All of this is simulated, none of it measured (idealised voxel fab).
process module | voxel transistor to metal
cross-section cut | 175 nm wide | cells 5 nm
A cross-section is a grid of square cells, given in bands from the top down. A band is one or more rows of cells.
Each band's line starts with the height of the band's top and of its bottom, in nm. Then come its materials from left to right, each with its width in nm. One material with "throughout" fills the band from edge to edge. "air" is empty space.
Height 0 is the level under which the wafer as received is all one material. The lowest band goes on downwards, as in "0 down".
A width such as "30 to 40" changes by the same amount from each row of cells to the next, from the band's top row to its bottom row.
"no change" after a step means that no cell of the cross-section changed.
closed voids: empty space of 8 cells or more with no open way to the top, each as width x height at its distance from the left edge, in nm
after a step's settings: what the simulator itself notes on the step
overlay nm, on a step with a mask: how far to the right of its planned place the mask lay; to the left if negative
plan
1 op RECEIVE | material Si
2 op OXIDIZE | depth nm 5
3 op CONFORMAL_DEP | material SiN | thk nm 10
4 op MASKED_ETCH | tone cover | mask id ACTIVE | width nm 110 | etch materials SiN | depth nm 10 | overlay nm 0
5 op MASKED_ETCH | tone cover | mask id ACTIVE | width nm 110 | etch materials SiO2 | depth nm 5 | overlay nm 0
6 op MASKED_ETCH | tone cover | mask id ACTIVE | width nm 110 | etch materials Si | depth nm 25 | overlay nm 0
7 op OXIDIZE | depth nm 5
8 op FILL_DEP | material SiO2 | thk nm 5
9 op CMP | height nm 10
10 op SELECTIVE_ETCH | etch materials SiO2 | depth nm 5
11 op STRIP | etch materials SiN
12 op SELECTIVE_ETCH | etch materials SiO2 | depth nm 5
13 op OXIDIZE | depth nm 5
14 op DIRECTIONAL_DEP | material polySi | thk nm 25
15 op DIRECTIONAL_DEP | material SiCN | thk nm 15
16 op MASKED_ETCH | tone cover | mask id GATE | width nm 30 | etch materials SiCN | depth nm 25 | overlay nm 0
17 op MASKED_ETCH | tone cover | mask id GATE | width nm 30 | etch materials polySi | depth nm 35 | overlay nm 0
18 op CONFORMAL_DEP | material SiO2 | thk nm 5
19 op DIRECTIONAL_ETCH | etch materials SiO2 | depth nm 5
20 op CONFORMAL_DEP | material SiN | thk nm 5
21 op DIRECTIONAL_ETCH | etch materials SiN | depth nm 5
22 op DIRECTIONAL_ETCH | etch materials SiO2 | depth nm 5
23 op DIRECTIONAL_ETCH | etch materials Si | depth nm 10
24 op EPI | material nSi | thk nm 10
25 op FILL_DEP | material SiO2 | thk nm 10
26 op CMP | height nm 20
27 op STRIP | etch materials polySi
28 op SELECTIVE_ETCH | etch materials SiO2 | depth nm 5
29 op CONFORMAL_DEP | material HfO2 | thk nm 5
30 op CONFORMAL_DEP | material TiN | thk nm 5
31 op FILL_DEP | material W | thk nm 10
32 op CMP | height nm 15
33 op DIRECTIONAL_DEP | material SiO2 | thk nm 10
34 op DIRECTIONAL_DEP | material aC | thk nm 15
35 op PATTERN | tone open | mask id CONTACT | material resist | width nm 15 | pitch nm 75 | thk nm 35 | overlay nm 0
36 op DIRECTIONAL_ETCH | etch materials aC | depth nm 15
37 op STRIP | etch materials resist
38 op DIRECTIONAL_ETCH | etch materials SiO2 | depth nm 35
39 op STRIP | etch materials aC
40 op CONFORMAL_DEP | material TiN | thk nm 5
41 op FILL_DEP | material Ru | thk nm 5
42 op CMP | height nm 25
43 op DIRECTIONAL_DEP | material TiN | thk nm 5
44 op DIRECTIONAL_DEP | material W | thk nm 25
45 op DIRECTIONAL_DEP | material aC | thk nm 10
46 op PATTERN | tone cover | mask id METAL_1 | material resist | width nm 15 | pitch nm 75 | thk nm 25 | overlay nm 0
47 op DIRECTIONAL_ETCH | etch materials aC | depth nm 10
48 op STRIP | etch materials resist
49 op DIRECTIONAL_ETCH | etch materials W | depth nm 25
50 op DIRECTIONAL_ETCH | etch materials TiN | depth nm 5
51 op STRIP | etch materials aC
52 op CONFORMAL_DEP | material SiCN | thk nm 5
53 op FILL_DEP | material lowk | thk nm 5
54 op CMP | height nm 55
55 op CONFORMAL_DEP | material SiCN | thk nm 5
as received, after step 1
  0 down: Si throughout
  closed voids: none
a wafer at the end: this start, this plan, one mistake
  60 to 55: SiCN throughout
  55 to 30: W 40 | SiCN 5 | lowk 5 | SiCN 5 | W 60 | SiCN 5 | lowk 5 | SiCN 5 | W 45
  30 to 25: TiN 40 | SiCN 15 | TiN 60 | SiCN 15 | TiN 45
  25 to 15: SiO2 40 | TiN 5 | Ru 5 | TiN 5 | SiO2 60 | TiN 5 | Ru 5 | TiN 5 | SiO2 45
  15 to 5: SiO2 40 | TiN 5 | Ru 5 | TiN 5 | SiO2 5 | SiN 5 | HfO2 5 | TiN 5 | W 20 | TiN 5 | HfO2 5 | SiN 5 | SiO2 5 | TiN 5 | Ru 5 | TiN 5 | SiO2 45
  5 to 0: SiO2 40 | TiN 15 | SiO2 5 | SiN 5 | HfO2 5 | TiN 5 | W 20 | TiN 5 | HfO2 5 | SiN 5 | SiO2 5 | TiN 15 | SiO2 45
  0 to -5: SiO2 30 | SiN 5 | SiO2 5 | TiN 10 | nSi 10 | SiN 5 | HfO2 5 | TiN 30 | HfO2 5 | SiN 5 | nSi 10 | TiN 10 | SiO2 5 | SiN 5 | SiO2 35
  -5 to -10: SiO2 40 | TiN 10 | nSi 10 | SiO2 5 | HfO2 40 | SiO2 5 | nSi 10 | TiN 10 | SiO2 45
  -10 to -20: SiO2 35 | nSi 25 | Si 50 | nSi 25 | SiO2 40
  -20 to -35: SiO2 35 | Si 100 | SiO2 40
  -35 down: Si throughout
  closed voids: none
what went wrong: step 46 ran as: op PATTERN | tone open | mask id METAL_1 | material resist | width nm 15 | pitch nm 75 | thk nm 25 | overlay nm 0
